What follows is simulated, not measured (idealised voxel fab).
The name of this process module is voxel wiring stack.
This is section cut - it's 215 nm across, gridded in 5 nm square cells.
Reading order for cross-sections: top band down to bottom band. Underlying form: a grid of square cells. Band size: one or more rows of cells. Each band's line starts with the height of the band's top and of its bottom, in nm. Then come its materials from left to right, each with its width in nm. One material with "throughout" fills the band from edge to edge. "blank" is empty space. Zero point of the height axis is 0; under it, received wafer = one material. Lowest band: continues down indefinitely, "z 0 and below". You'd read "30..40" like this: the band's top row of cells is as wide as the first number, its bottom row is as wide as the second, and going down, every row changes width by the same amount as the row before did. Any step labelled "no modification" changed none of the cells in the cross-section. "Completely sealed voids": empty spaces of 8 cells or more with no open way to the top, each given as width x height at distance, distance from the left edge, all in nm. Read whatever lies past the settings on a step's line as the simulator's own remark about the step. The setting "overlay nm" may be written on the line of a step. When the step uses a mask, the value reports how far to the right of the planned place the mask lay, and a negative value reports that it lay to the left.
**Below is the list of planned process steps**
1) RECEIVE [material Si]
2) CONFORMAL_DEP [material SiO2] [thk nm 15]
3) DIRECTIONAL_DEP [material TiN] [thk nm 5]
4) DIRECTIONAL_DEP [material W] [thk nm 25]
5) PATTERN [tone cover] [mask id METAL_1] [material resist] [width nm 25] [pitch nm 40] [thk nm 15] [overlay nm 0]
6) DIRECTIONAL_ETCH [etch materials W] [depth nm 25]
7) DIRECTIONAL_ETCH [etch materials TiN] [depth nm 5]
8) STRIP [etch materials resist]
9) FILL_DEP [material lowk] [thk nm 10]
10) CMP [height nm 45]
11) CONFORMAL_DEP [material SiCN] [thk nm 5]
12) DIRECTIONAL_DEP [material SiO2] [thk nm 30]
13) DIRECTIONAL_DEP [material aC] [thk nm 10]
14) PATTERN [tone open] [mask id METAL_2] [material resist] [width nm 25] [pitch nm 40] [thk nm 25] [overlay nm 0]
15) DIRECTIONAL_ETCH [etch materials aC] [depth nm 10]
16) STRIP [etch materials resist]
17) DIRECTIONAL_ETCH [etch materials SiO2] [depth nm 15]
18) STRIP [etch materials aC]
19) MASKED_ETCH [tone open] [mask id METAL_2_HOLES] [width nm 15] [pitch nm 40] [etch materials SiO2] [depth nm 15] [overlay nm 0]
20) MASKED_ETCH [tone open] [mask id METAL_2_HOLES] [width nm 15] [pitch nm 40] [etch materials SiCN] [depth nm 5] [overlay nm 0]
21) CONFORMAL_DEP [material TiN] [thk nm 5]
22) FILL_DEP [material Cu] [thk nm 10]
23) CMP [height nm 80]
24) CONFORMAL_DEP [material SiN] [thk nm 5]
**Wafer as received: cross-section following step 1**
	z 0 and below: Si throughout
	Completely sealed voids: none
**First of two wafers at the end of the module, shown in cross-section; run carried out as planned**
	z 85 to 80: SiN throughout
	z 80 to 70: SiO2: 35 | TiN: 5 | Cu: 15 | TiN: 5 | SiO2: 15 | TiN: 5 | Cu: 15 | TiN: 5 | SiO2: 15 | TiN: 5 | Cu: 15 | TiN: 5 | SiO2: 15 | TiN: 5 | Cu: 15 | TiN: 5 | SiO2: 35
	z 70 to 65: SiO2: 35 | TiN: 5 | Cu: 5 | TiN: 15 | SiO2: 15 | TiN: 5 | Cu: 5 | TiN: 15 | SiO2: 15 | TiN: 5 | Cu: 5 | TiN: 15 | SiO2: 15 | TiN: 5 | Cu: 5 | TiN: 15 | SiO2: 35
	z 65 to 50: SiO2: 35 | TiN: 5 | Cu: 5 | TiN: 5 | SiO2: 25 | TiN: 5 | Cu: 5 | TiN: 5 | SiO2: 25 | TiN: 5 | Cu: 5 | TiN: 5 | SiO2: 25 | TiN: 5 | Cu: 5 | TiN: 5 | SiO2: 45
	z 50 to 45: SiCN: 35 | TiN: 15 | SiCN: 25 | TiN: 15 | SiCN: 25 | TiN: 15 | SiCN: 25 | TiN: 15 | SiCN: 45
	z 45 to 20: lowk: 35 | W: 25 | lowk: 15 | W: 25 | lowk: 15 | W: 25 | lowk: 15 | W: 25 | lowk: 35
	z 20 to 15: lowk: 35 | TiN: 25 | lowk: 15 | TiN: 25 | lowk: 15 | TiN: 25 | lowk: 15 | TiN: 25 | lowk: 35
	z 15 to 0: SiO2 throughout
	z 0 and below: Si throughout
	Completely sealed voids: none
**This is the second of the two wafers, cross-sectioned at the end of the module; it started exactly like the first and was given the same plan, but it was run with one mistake**
	z 85 to 80: SiN throughout
	z 80 to 55: SiO2: 35 | TiN: 5 | Cu: 15 | TiN: 5 | SiO2: 15 | TiN: 5 | Cu: 15 | TiN: 5 | SiO2: 15 | TiN: 5 | Cu: 15 | TiN: 5 | SiO2: 15 | TiN: 5 | Cu: 15 | TiN: 5 | SiO2: 35
	z 55 to 50: SiO2: 35 | TiN: 5 | Cu: 5 | TiN: 15 | SiO2: 15 | TiN: 5 | Cu: 5 | TiN: 15 | SiO2: 15 | TiN: 5 | Cu: 5 | TiN: 15 | SiO2: 15 | TiN: 5 | Cu: 5 | TiN: 15 | SiO2: 35
	z 50 to 45: SiCN: 35 | TiN: 15 | SiCN: 25 | TiN: 15 | SiCN: 25 | TiN: 15 | SiCN: 25 | TiN: 15 | SiCN: 45
	z 45 to 20: lowk: 35 | W: 25 | lowk: 15 | W: 25 | lowk: 15 | W: 25 | lowk: 15 | W: 25 | lowk: 35
	z 20 to 15: lowk: 35 | TiN: 25 | lowk: 15 | TiN: 25 | lowk: 15 | TiN: 25 | lowk: 15 | TiN: 25 | lowk: 35
	z 15 to 0: SiO2 throughout
	z 0 and below: Si throughout
	Completely sealed voids: none
Plan not followed: step 17, plan: ran twice
Counted in cells at the end, the second wafer holds more or fewer of these materials than the first: 24 more of Cu; 24 fewer of SiO2
